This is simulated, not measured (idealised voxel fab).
Name of the process module below: voxel air gaps
We display cut, a cross-section 175 nm in width whose square cells are each 5 nm.
Format of a cross-section: grid, square cells. Given as bands. Order: top down. Band: one or more rows of cells.
Heights first: top, then bottom, in nm. Then materials, left to right, each with a width in nm. "all across" on a single material: fills the band edge to edge. "blank": empty space.
Zero point of the height axis is 0; under it, received wafer = one material. Lowest band: continues down indefinitely, "z 0 and below".
A width such as "30 to 40" changes by the same amount from each row of cells to the next, from the band's top row to its bottom row.
"nothing altered" for a step: no cell of the cross-section changed in that step.
Reported under the label "Unvented voids" are the empty spaces having no open way to the top and comprising 8 cells or more; the notation for each is width x height at distance, in which the distance is measured from the left edge and all three values are in nm.
Where a step's line continues beyond its settings, the continuation is a remark by the simulator itself on that step.
"overlay nm", when on a step's line for a step with a mask, measures how far to the right of its planned place the mask lay; a negative measure means to the left.
## Process steps - plan
1,RECEIVE (material Si)
2,CONFORMAL_DEP (material SiO2; thk nm 10)
3,CONFORMAL_DEP (material SiCN; thk nm 5)
4,DIRECTIONAL_DEP (material lowk; thk nm 40)
5,DIRECTIONAL_DEP (material aC; thk nm 15)
6,PATTERN (tone open; mask id LINES; material resist; width nm 15; pitch nm 40; thk nm 30; overlay nm 0)
7,DIRECTIONAL_ETCH (etch materials aC; depth nm 15)
8,STRIP (etch materials resist)
9,DIRECTIONAL_ETCH (etch materials lowk; depth nm 40)
10,STRIP (etch materials aC)
11,CONFORMAL_DEP (material TiN; thk nm 5)
12,FILL_DEP (material W; thk nm 5)
13,CMP (height nm 55)
14,EPI (material Ru; thk nm 10)
15,SELECTIVE_ETCH (etch materials lowk; depth nm 50)
16,CONFORMAL_DEP (material SiCN; thk nm 5)
## Cross-section of the wafer as it came to us, i.e., already through step 1
	z 0 and below  Si all across
	Unvented voids: none
## Starting structure and process plan are as shown above, but one mistake was made in running the module; the wafer cross-section at the end of the module follows
	z 70 to 65  blank: 5 | lowk: 165 | blank: 5
	z 65 to 55  blank: 5 | lowk: 5 | Ru: 35 | lowk: 5 | Ru: 35 | lowk: 5 | Ru: 35 | lowk: 5 | Ru: 35 | lowk: 5 | blank: 5
	z 55 to 50  blank: 5 | lowk: 15 | TiN: 5 | W: 5 | TiN: 5 | lowk: 25 | TiN: 5 | W: 5 | TiN: 5 | lowk: 25 | TiN: 5 | W: 5 | TiN: 5 | lowk: 25 | TiN: 5 | W: 5 | TiN: 5 | lowk: 15 | blank: 5
	z 50 to 20  blank: 15 | lowk: 5 | TiN: 5 | W: 5 | TiN: 5 | lowk: 5 | blank: 15 | lowk: 5 | TiN: 5 | W: 5 | TiN: 5 | lowk: 5 | blank: 15 | lowk: 5 | TiN: 5 | W: 5 | TiN: 5 | lowk: 5 | blank: 15 | lowk: 5 | TiN: 5 | W: 5 | TiN: 5 | lowk: 5 | blank: 15
	z 20 to 15  lowk: 20 | TiN: 15 | lowk: 25 | TiN: 15 | lowk: 25 | TiN: 15 | lowk: 25 | TiN: 15 | lowk: 20
	z 15 to 10  SiCN all across
	z 10 to 0  SiO2 all across
	z 0 and below  Si all across
	Unvented voids: 15 x 30 at 40; 15 x 30 at 80; 15 x 30 at 120
What was done differently from what was planned? in deviation from the planned setting, step 16 was conducted as CONFORMAL_DEP (material lowk; thk nm 5)
